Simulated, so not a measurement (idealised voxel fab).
process module | voxel capacitor over wiring
The figure presents cross-section cut, which has a width of 210 nm and is divided into square cells with an edge length of 5 nm.
Just so we're on the same page, the cross-sections are grids of square cells, and they're listed out in bands top to bottom, each band one or more rows deep. Band entry format. Leading values: height of top, height of bottom, nm. Remainder: materials in left-to-right order, each with its width in nm. Special words: "everywhere" on a single material, which then fills the band edge to edge; "empty", empty space. Note: height 0 marks the level under which the wafer is uniformly one material as received. Lowest band unbounded below, written "0 and below". Graded width ("30..40"): value in top row of band = first number; value in bottom row = second number; row-to-row change constant. Basically "nothing changed" means that step didn't change any cell in the cross-section. Listed in "Sealed internal cavities": every empty space of 8 or more cells without an open way to the top. Form: width x height at distance, the distance being from the left edge, all in nm. What comes after the settings on a step's line is commentary from the simulator itself on that step. overlay nm: for a step with a mask, the amount by which the mask lay right of where it was planned; a negative amount means left of it.

**Steps planned for the process**
1 RECEIVE | material Si
2 CONFORMAL_DEP | material SiO2 | thk nm 15
3 CONFORMAL_DEP | material SiCN | thk nm 5
4 DIRECTIONAL_DEP | material SiO2 | thk nm 20
5 PATTERN | tone open | mask id METAL_1 | material resist | width nm 20 | pitch nm 80 | thk nm 15 | overlay nm 0
6 DIRECTIONAL_ETCH | etch materials SiO2 | depth nm 20
7 DIRECTIONAL_ETCH | etch materials SiCN | depth nm 5
8 STRIP | etch materials resist
9 CONFORMAL_DEP | material TiN | thk nm 5
10 FILL_DEP | material W | thk nm 10
11 CMP | height nm 40
12 EPI | material Ru | thk nm 5
13 FILL_DEP | material SiCN | thk nm 5
14 DIRECTIONAL_DEP | material lowk | thk nm 15
15 MASKED_ETCH | tone open | mask id PLUG_1 | width nm 15 | etch materials lowk | depth nm 15 | overlay nm 0
16 MASKED_ETCH | tone open | mask id PLUG_1 | width nm 15 | etch materials SiCN | depth nm 5 | overlay nm 0
17 EPI | material Ru | thk nm 10
18 EPI | material Ru | thk nm 10
19 DIRECTIONAL_DEP | material TiN | thk nm 5
20 DIRECTIONAL_DEP | material HfO2 | thk nm 5
21 DIRECTIONAL_DEP | material TiN | thk nm 5
22 PATTERN | tone cover | mask id UPPER_PLATE | material resist | width nm 65 | thk nm 20 | overlay nm 0
23 DIRECTIONAL_ETCH | etch materials TiN | depth nm 5
24 DIRECTIONAL_ETCH | etch materials HfO2 | depth nm 5
25 STRIP | etch materials resist
26 MASKED_ETCH | tone cover | mask id LOWER_PLATE | width nm 75 | etch materials TiN | depth nm 5 | overlay nm 0
27 FILL_DEP | material SiO2 | thk nm 20
28 CMP | height nm 95
29 PATTERN | tone open | mask id PLUG_2 | material resist | width nm 15 | thk nm 20 | overlay nm 0
30 DIRECTIONAL_ETCH | etch materials SiO2 | depth nm 15
31 STRIP | etch materials resist
32 CONFORMAL_DEP | material TiN | thk nm 5
33 FILL_DEP | material Cu | thk nm 10
34 CMP | height nm 95
35 CONFORMAL_DEP | material SiN | thk nm 5

**Below: the first of two wafers, run as planned**

**Shown in cross-section is the wafer as received, that is, as it stands after step 1**
0 and below  Si everywhere
Sealed internal cavities: none

**Step 2 complete: cross-section through the wafer**
15 down to 0  SiO2 everywhere
Everything under 0 stays put, no change at all.

**Step 3 complete: cross-section through the wafer**
20 down to 15  SiCN everywhere
Everything under 15 stays put, no change at all.

**Step 4 complete: cross-section through the wafer**
40 down to 20  SiO2 everywhere
Everything under 20 stays put, no change at all.

**Step 5 complete: cross-section through the wafer**
55 down to 40  resist (55) / empty (20) / resist (60) / empty (20) / resist (55)
Everything under 40 stays put, no change at all.

**Step 6 complete: cross-section through the wafer**
55 down to 40  resist (55) / empty (20) / resist (60) / empty (20) / resist (55)
40 down to 20  SiO2 (55) / empty (20) / SiO2 (60) / empty (20) / SiO2 (55)
Everything under 20 stays put, no change at all.

**Step 7 complete: cross-section through the wafer**
55 down to 40  resist (55) / empty (20) / resist (60) / empty (20) / resist (55)
40 down to 20  SiO2 (55) / empty (20) / SiO2 (60) / empty (20) / SiO2 (55)
20 down to 15  SiCN (55) / empty (20) / SiCN (60) / empty (20) / SiCN (55)
Everything under 15 stays put, no change at all.

**Step 8 complete: cross-section through the wafer**
40 down to 20  SiO2 (55) / empty (20) / SiO2 (60) / empty (20) / SiO2 (55)
Everything under 20 stays put, no change at all.

**Step 9 complete: cross-section through the wafer**
45 down to 40  TiN (60) / empty (10) / TiN (70) / empty (10) / TiN (60)
40 down to 20  SiO2 (55) / TiN (5) / empty (10) / TiN (5) / SiO2 (60) / TiN (5) / empty (10) / TiN (5) / SiO2 (55)
20 down to 15  SiCN (55) / TiN (20) / SiCN (60) / TiN (20) / SiCN (55)
Everything under 15 stays put, no change at all.

**Step 10 complete: cross-section through the wafer**
55 down to 45  W everywhere
45 down to 40  TiN (60) / W (10) / TiN (70) / W (10) / TiN (60)
40 down to 20  SiO2 (55) / TiN (5) / W (10) / TiN (5) / SiO2 (60) / TiN (5) / W (10) / TiN (5) / SiO2 (55)
Everything under 20 stays put, no change at all.

**Step 11 complete: cross-section through the wafer**
40 down to 20  SiO2 (55) / TiN (5) / W (10) / TiN (5) / SiO2 (60) / TiN (5) / W (10) / TiN (5) / SiO2 (55)
Everything under 20 stays put, no change at all.

**Step 12 complete: cross-section through the wafer**
45 down to 40  empty (50) / Ru (30) / empty (50) / Ru (30) / empty (50)
Everything under 40 stays put, no change at all.

**Step 13 complete: cross-section through the wafer**
50 down to 45  SiCN everywhere
45 down to 40  SiCN (50) / Ru (30) / SiCN (50) / Ru (30) / SiCN (50)
Everything under 40 stays put, no change at all.

**Step 14 complete: cross-section through the wafer**
65 down to 50  lowk everywhere
Everything under 50 stays put, no change at all.

**Step 15 complete: cross-section through the wafer**
65 down to 50  lowk (60) / empty (15) / lowk (135)
Everything under 50 stays put, no change at all.

**Step 16 complete: cross-section through the wafer**
65 down to 50  lowk (60) / empty (15) / lowk (135)
50 down to 45  SiCN (60) / empty (15) / SiCN (135)
Everything under 45 stays put, no change at all.

**Step 17 complete: cross-section through the wafer**
65 down to 55  lowk (60) / empty (15) / lowk (135)
55 down to 50  lowk (60) / Ru (15) / lowk (135)
50 down to 45  SiCN (60) / Ru (15) / SiCN (135)
Everything under 45 stays put, no change at all.

**Step 18 complete: cross-section through the wafer**
65 down to 50  lowk (60) / Ru (15) / lowk (135)
Everything under 50 stays put, no change at all.

**Step 19 complete: cross-section through the wafer**
70 down to 65  TiN everywhere
Everything under 65 stays put, no change at all.

**Step 20 complete: cross-section through the wafer**
75 down to 70  HfO2 everywhere
Everything under 70 stays put, no change at all.

**Step 21 complete: cross-section through the wafer**
80 down to 75  TiN everywhere
Everything under 75 stays put, no change at all.

**Step 22 complete: cross-section through the wafer**
100 down to 80  empty (60) / resist (65) / empty (85)
Everything under 80 stays put, no change at all.

**Step 23 complete: cross-section through the wafer**
100 down to 80  empty (60) / resist (65) / empty (85)
80 down to 75  empty (60) / TiN (65) / empty (85)
Everything under 75 stays put, no change at all.

**Step 24 complete: cross-section through the wafer**
100 down to 80  empty (60) / resist (65) / empty (85)
80 down to 75  empty (60) / TiN (65) / empty (85)
75 down to 70  empty (60) / HfO2 (65) / empty (85)
Everything under 70 stays put, no change at all.

**Step 25 complete: cross-section through the wafer**
80 down to 75  empty (60) / TiN (65) / empty (85)
Everything under 75 stays put, no change at all.

**Step 26 complete: cross-section through the wafer**
80 down to 75  empty (60) / TiN (65) / empty (85)
75 down to 70  empty (60) / HfO2 (65) / empty (85)
70 down to 65  empty (55) / TiN (75) / empty (80)
Everything under 65 stays put, no change at all.

**Step 27 complete: cross-section through the wafer**
100 down to 80  SiO2 everywhere
80 down to 75  SiO2 (60) / TiN (65) / SiO2 (85)
75 down to 70  SiO2 (60) / HfO2 (65) / SiO2 (85)
70 down to 65  SiO2 (55) / TiN (75) / SiO2 (80)
Everything under 65 stays put, no change at all.

**Step 28 complete: cross-section through the wafer**
95 down to 80  SiO2 everywhere
Everything under 80 stays put, no change at all.

**Step 29 complete: cross-section through the wafer**
115 down to 95  resist (70) / empty (15) / resist (125)
Everything under 95 stays put, no change at all.

**Step 30 complete: cross-section through the wafer**
115 down to 95  resist (70) / empty (15) / resist (125)
95 down to 80  SiO2 (70) / empty (15) / SiO2 (125)
Everything under 80 stays put, no change at all.

**Step 31 complete: cross-section through the wafer**
95 down to 80  SiO2 (70) / empty (15) / SiO2 (125)
Everything under 80 stays put, no change at all.

**Step 32 complete: cross-section through the wafer**
100 down to 95  TiN (75) / empty (5) / TiN (130)
95 down to 85  SiO2 (70) / TiN (5) / empty (5) / TiN (5) / SiO2 (125)
85 down to 75  SiO2 (70..60) / TiN (15..65) / SiO2 (125..85)
Everything under 75 stays put, no change at all.

**Step 33 complete: cross-section through the wafer**
110 down to 100  Cu everywhere
100 down to 95  TiN (75) / Cu (5) / TiN (130)
95 down to 85  SiO2 (70) / TiN (5) / Cu (5) / TiN (5) / SiO2 (125)
Everything under 85 stays put, no change at all.

**Step 34 complete: cross-section through the wafer**
95 down to 85  SiO2 (70) / TiN (5) / Cu (5) / TiN (5) / SiO2 (125)
Everything under 85 stays put, no change at all.

**Step 35 complete: cross-section through the wafer**
100 down to 95  SiN everywhere
Everything under 95 stays put, no change at all.

**Second wafer - shared start and plan with the first - one error in running - same as the first up to step 13 inclusive**

Cross-section of the second wafer corresponding to the planned conclusion of step 14: nothing changed

Cross-section of the second wafer corresponding to the planned conclusion of step 15: nothing changed

**Cross-section of the second wafer corresponding to the planned conclusion of step 16**
50 down to 45  SiCN (60) / empty (15) / SiCN (135)
Everything under 45 stays put, no change at all.

**Cross-section of the second wafer corresponding to the planned conclusion of step 17**
55 down to 50  empty (55) / Ru (25) / empty (130)
50 down to 45  SiCN (60) / Ru (15) / SiCN (135)
Everything under 45 stays put, no change at all.

**Cross-section of the second wafer corresponding to the planned conclusion of step 18**
65 down to 50  empty (45) / Ru (45) / empty (120)
Everything under 50 stays put, no change at all.

**Cross-section of the second wafer corresponding to the planned conclusion of step 19**
70 down to 65  empty (45) / TiN (45) / empty (120)
65 down to 55  empty (45) / Ru (45) / empty (120)
55 down to 50  TiN (45) / Ru (45) / TiN (120)
Everything under 50 stays put, no change at all.

**Cross-section of the second wafer corresponding to the planned conclusion of step 20**
75 down to 70  empty (45) / HfO2 (45) / empty (120)
70 down to 65  empty (45) / TiN (45) / empty (120)
65 down to 60  empty (45) / Ru (45) / empty (120)
60 down to 55  HfO2 (45) / Ru (45) / HfO2 (120)
Everything under 55 stays put, no change at all.

**Cross-section of the second wafer corresponding to the planned conclusion of step 21**
80 down to 75  empty (45) / TiN (45) / empty (120)
75 down to 70  empty (45) / HfO2 (45) / empty (120)
70 down to 65  empty (45) / TiN (45) / empty (120)
65 down to 60  TiN (45) / Ru (45) / TiN (120)
Everything under 60 stays put, no change at all.

**Cross-section of the second wafer corresponding to the planned conclusion of step 22**
100 down to 80  empty (60) / resist (65) / empty (85)
80 down to 75  empty (45) / TiN (45) / resist (35) / empty (85)
75 down to 70  empty (45) / HfO2 (45) / resist (35) / empty (85)
70 down to 65  empty (45) / TiN (45) / resist (35) / empty (85)
Everything under 65 stays put, no change at all.

**Cross-section of the second wafer corresponding to the planned conclusion of step 23**
100 down to 80  empty (60) / resist (65) / empty (85)
80 down to 75  empty (60) / TiN (30) / resist (35) / empty (85)
75 down to 70  empty (45) / HfO2 (45) / resist (35) / empty (85)
70 down to 65  empty (45) / TiN (45) / resist (35) / empty (85)
65 down to 60  empty (45) / Ru (45) / TiN (35) / empty (85)
Everything under 60 stays put, no change at all.

**Cross-section of the second wafer corresponding to the planned conclusion of step 24**
100 down to 80  empty (60) / resist (65) / empty (85)
80 down to 75  empty (60) / TiN (30) / resist (35) / empty (85)
75 down to 70  empty (60) / HfO2 (30) / resist (35) / empty (85)
70 down to 65  empty (45) / TiN (45) / resist (35) / empty (85)
65 down to 60  empty (45) / Ru (45) / TiN (35) / empty (85)
60 down to 55  empty (45) / Ru (45) / HfO2 (35) / empty (85)
Everything under 55 stays put, no change at all.

**Cross-section of the second wafer corresponding to the planned conclusion of step 25**
80 down to 75  empty (60) / TiN (30) / empty (120)
75 down to 70  empty (60) / HfO2 (30) / empty (120)
70 down to 65  empty (45) / TiN (45) / empty (120)
Everything under 65 stays put, no change at all.

**Cross-section of the second wafer corresponding to the planned conclusion of step 26**
80 down to 75  empty (60) / TiN (30) / empty (120)
75 down to 70  empty (60) / HfO2 (30) / empty (120)
70 down to 65  empty (55) / TiN (35) / empty (120)
65 down to 60  empty (45) / Ru (45) / TiN (35) / empty (85)
60 down to 55  empty (45) / Ru (45) / HfO2 (35) / empty (85)
55 down to 50  empty (45) / Ru (45) / TiN (40) / empty (80)
Everything under 50 stays put, no change at all.

**Cross-section of the second wafer corresponding to the planned conclusion of step 27**
100 down to 80  SiO2 everywhere
80 down to 75  SiO2 (60) / TiN (30) / SiO2 (120)
75 down to 70  SiO2 (60) / HfO2 (30) / SiO2 (120)
70 down to 65  SiO2 (55) / TiN (35) / SiO2 (120)
65 down to 60  SiO2 (45) / Ru (45) / TiN (35) / SiO2 (85)
60 down to 55  SiO2 (45) / Ru (45) / HfO2 (35) / SiO2 (85)
55 down to 50  SiO2 (45) / Ru (45) / TiN (40) / SiO2 (80)
Everything under 50 stays put, no change at all.

**Cross-section of the second wafer corresponding to the planned conclusion of step 28**
95 down to 80  SiO2 everywhere
Everything under 80 stays put, no change at all.

**Cross-section of the second wafer corresponding to the planned conclusion of step 29**
115 down to 95  resist (70) / empty (15) / resist (125)
Everything under 95 stays put, no change at all.

**Cross-section of the second wafer corresponding to the planned conclusion of step 30**
115 down to 95  resist (70) / empty (15) / resist (125)
95 down to 80  SiO2 (70) / empty (15) / SiO2 (125)
Everything under 80 stays put, no change at all.

**Cross-section of the second wafer corresponding to the planned conclusion of step 31**
95 down to 80  SiO2 (70) / empty (15) / SiO2 (125)
Everything under 80 stays put, no change at all.

**Cross-section of the second wafer corresponding to the planned conclusion of step 32**
100 down to 95  TiN (75) / empty (5) / TiN (130)
95 down to 85  SiO2 (70) / TiN (5) / empty (5) / TiN (5) / SiO2 (125)
85 down to 75  SiO2 (70..60) / TiN (15..30) / SiO2 (125..120)
Everything under 75 stays put, no change at all.

**Cross-section of the second wafer corresponding to the planned conclusion of step 33**
110 down to 100  Cu everywhere
100 down to 95  TiN (75) / Cu (5) / TiN (130)
95 down to 85  SiO2 (70) / TiN (5) / Cu (5) / TiN (5) / SiO2 (125)
Everything under 85 stays put, no change at all.

**Cross-section of the second wafer corresponding to the planned conclusion of step 34**
95 down to 85  SiO2 (70) / TiN (5) / Cu (5) / TiN (5) / SiO2 (125)
Everything under 85 stays put, no change at all.

**Cross-section of the second wafer corresponding to the planned conclusion of step 35**
100 down to 95  SiN everywhere
Everything under 95 stays put, no change at all.
Short version of what went wrong: step 14 was dropped from the plan's execution and never run
at the end the second wafer has, in cells: 18 more of Ru, 99 more of SiO2, 117 fewer of lowk
